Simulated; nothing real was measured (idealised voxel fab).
Presented below is a process module, voxel released beams.
Shown is cross-section cut, with a width of 295 nm and square cells of size 5 nm.
A cross-section is a grid of square cells, given in bands from the top down. A band is one or more rows of cells.
Basically the band line says how high the top is and how high the bottom is, in nm, and then what's in it from left to right, every material with its width in nm. Empty space shows up as "blank", and if a single material carries "all across" it runs the full band edge to edge.
Basically, 0 is our baseline, since under it the wafer straight out of the box is all one material. The bottom band has no lower end and keeps on going down, so it looks like "z 0 and below".
Width "30..40": first value at the band's top row of cells, second value at its bottom row, equal change from row to row.
When a step is marked "nothing got changed", none of the cells in the cross-section changed during that step.
Enclosed voids (no open way to top), threshold 8 cells or more, entry "Fully enclosed voids", notation width x height at distance, distance from left edge, nm.
If you see something after the settings on a step's line, that's the simulator's own remark about that step.
A step's line can hold "overlay nm"; with a mask on that step, the setting says how far right of the planned place the mask lay, while a negative setting says it lay to the left.
Listed below are the process steps as planned
- 1: RECEIVE with material Si
- 2: CONFORMAL_DEP with material Al2O3, thk nm 10
- 3: DIRECTIONAL_DEP with material SiO2, thk nm 15
- 4: PATTERN with tone open, mask id ANCHOR, material resist, width nm 35, thk nm 20, overlay nm 0
- 5: DIRECTIONAL_ETCH with etch materials SiO2, depth nm 15
- 6: STRIP with etch materials resist
- 7: CONFORMAL_DEP with material SiN, thk nm 15
- 8: DIRECTIONAL_DEP with material aC, thk nm 15
- 9: PATTERN with tone cover, mask id BEAM, material resist, width nm 115, thk nm 30, overlay nm 0
- 10: DIRECTIONAL_ETCH with etch materials aC, depth nm 15
- 11: STRIP with etch materials resist
- 12: DIRECTIONAL_ETCH with etch materials SiN, depth nm 15
- 13: STRIP with etch materials aC
- 14: STRIP with etch materials SiO2
Run as planned: first of two wafers
Cross-section of the wafer at receipt, which is the condition after step 1
* z 0 and below  Si all across
* Fully enclosed voids: none
You're looking at a cross-section of the wafer after step 2
* z 10 to 0  Al2O3 all across
* Rest of section, below 0: as before.
You're looking at a cross-section of the wafer after step 3
* z 25 to 10  SiO2 all across
* Rest of section, below 10: as before.
You're looking at a cross-section of the wafer after step 4
* z 45 to 25  resist 90 nm; blank 35 nm; resist 170 nm
* Rest of section, below 25: as before.
You're looking at a cross-section of the wafer after step 5
* z 45 to 25  resist 90 nm; blank 35 nm; resist 170 nm
* z 25 to 10  SiO2 90 nm; blank 35 nm; SiO2 170 nm
* Rest of section, below 10: as before.
You're looking at a cross-section of the wafer after step 6
* z 25 to 10  SiO2 90 nm; blank 35 nm; SiO2 170 nm
* Rest of section, below 10: as before.
You're looking at a cross-section of the wafer after step 7
* z 40 to 25  SiN 105 nm; blank 5 nm; SiN 185 nm
* z 25 to 10  SiO2 90 nm; SiN 35 nm; SiO2 170 nm
* Rest of section, below 10: as before.
You're looking at a cross-section of the wafer after step 8
* z 55 to 40  aC 105 nm; blank 5 nm; aC 185 nm
* z 40 to 25  SiN 105 nm; aC 5 nm; SiN 185 nm
* Rest of section, below 25: as before.
You're looking at a cross-section of the wafer after step 9
* z 85 to 55  blank 85 nm; resist 115 nm; blank 95 nm
* z 55 to 40  aC 105 nm; resist 5 nm; aC 185 nm
* Rest of section, below 40: as before.
You're looking at a cross-section of the wafer after step 10
* z 70 to 55  blank 85 nm; resist 115 nm; blank 95 nm
* z 55 to 40  blank 85 nm; aC 20 nm; resist 5 nm; aC 90 nm; blank 95 nm
* Rest of section, below 40: as before.
You're looking at a cross-section of the wafer after step 11
* z 55 to 40  blank 85 nm; aC 20 nm; blank 5 nm; aC 90 nm; blank 95 nm
* Rest of section, below 40: as before.
You're looking at a cross-section of the wafer after step 12
* z 55 to 40  blank 85 nm; aC 20 nm; blank 5 nm; aC 90 nm; blank 95 nm
* z 40 to 25  blank 85 nm; SiN 20 nm; aC 5 nm; SiN 90 nm; blank 95 nm
* Rest of section, below 25: as before.
You're looking at a cross-section of the wafer after step 13
* z 40 to 25  blank 85 nm; SiN 20 nm; blank 5 nm; SiN 90 nm; blank 95 nm
* Rest of section, below 25: as before.
You're looking at a cross-section of the wafer after step 14
* z 40 to 25  blank 85 nm; SiN 20 nm; blank 5 nm; SiN 90 nm; blank 95 nm
* z 25 to 10  blank 90 nm; SiN 35 nm; blank 170 nm
* Rest of section, below 10: as before.
The remaining wafer, second of the two, started like the first and was run to the same plan, except that one mistake was made along the way; the two coincide through step 3, inclusive
Second wafer profile in section, at the moment step 4 of the plan was meant to be complete
* z 45 to 25  resist 85 nm; blank 45 nm; resist 165 nm
* Rest of section, below 25: as before.
Second wafer profile in section, at the moment step 5 of the plan was meant to be complete
* z 45 to 25  resist 85 nm; blank 45 nm; resist 165 nm
* z 25 to 10  SiO2 85 nm; blank 45 nm; SiO2 165 nm
* Rest of section, below 10: as before.
Second wafer profile in section, at the moment step 6 of the plan was meant to be complete
* z 25 to 10  SiO2 85 nm; blank 45 nm; SiO2 165 nm
* Rest of section, below 10: as before.
Second wafer profile in section, at the moment step 7 of the plan was meant to be complete
* z 40 to 25  SiN 100 nm; blank 15 nm; SiN 180 nm
* z 25 to 10  SiO2 85 nm; SiN 45 nm; SiO2 165 nm
* Rest of section, below 10: as before.
Second wafer profile in section, at the moment step 8 of the plan was meant to be complete
* z 55 to 40  aC 100 nm; blank 15 nm; aC 180 nm
* z 40 to 25  SiN 100 nm; aC 15 nm; SiN 180 nm
* Rest of section, below 25: as before.
Second wafer profile in section, at the moment step 9 of the plan was meant to be complete
* z 85 to 55  blank 85 nm; resist 115 nm; blank 95 nm
* z 55 to 40  aC 100 nm; resist 15 nm; aC 180 nm
* Rest of section, below 40: as before.
Second wafer profile in section, at the moment step 10 of the plan was meant to be complete
* z 70 to 55  blank 85 nm; resist 115 nm; blank 95 nm
* z 55 to 40  blank 85 nm; aC 15 nm; resist 15 nm; aC 85 nm; blank 95 nm
* Rest of section, below 40: as before.
Second wafer profile in section, at the moment step 11 of the plan was meant to be complete
* z 55 to 40  blank 85 nm; aC 15 nm; blank 15 nm; aC 85 nm; blank 95 nm
* Rest of section, below 40: as before.
Second wafer profile in section, at the moment step 12 of the plan was meant to be complete
* z 55 to 40  blank 85 nm; aC 15 nm; blank 15 nm; aC 85 nm; blank 95 nm
* z 40 to 25  blank 85 nm; SiN 15 nm; aC 15 nm; SiN 85 nm; blank 95 nm
* Rest of section, below 25: as before.
Second wafer profile in section, at the moment step 13 of the plan was meant to be complete
* z 40 to 25  blank 85 nm; SiN 15 nm; blank 15 nm; SiN 85 nm; blank 95 nm
* Rest of section, below 25: as before.
Second wafer profile in section, at the moment step 14 of the plan was meant to be complete
* z 40 to 25  blank 85 nm; SiN 15 nm; blank 15 nm; SiN 85 nm; blank 95 nm
* z 25 to 10  blank 85 nm; SiN 45 nm; blank 165 nm
* Rest of section, below 10: as before.
What went wrong in running the wafer? step 4 deviated from plan and actually ran as PATTERN with tone open, mask id ANCHOR, material resist, width nm 45, thk nm 20, overlay nm 0
So at the finish, the second wafer's got exactly as many cells of each material as the first, just not in the same spots.
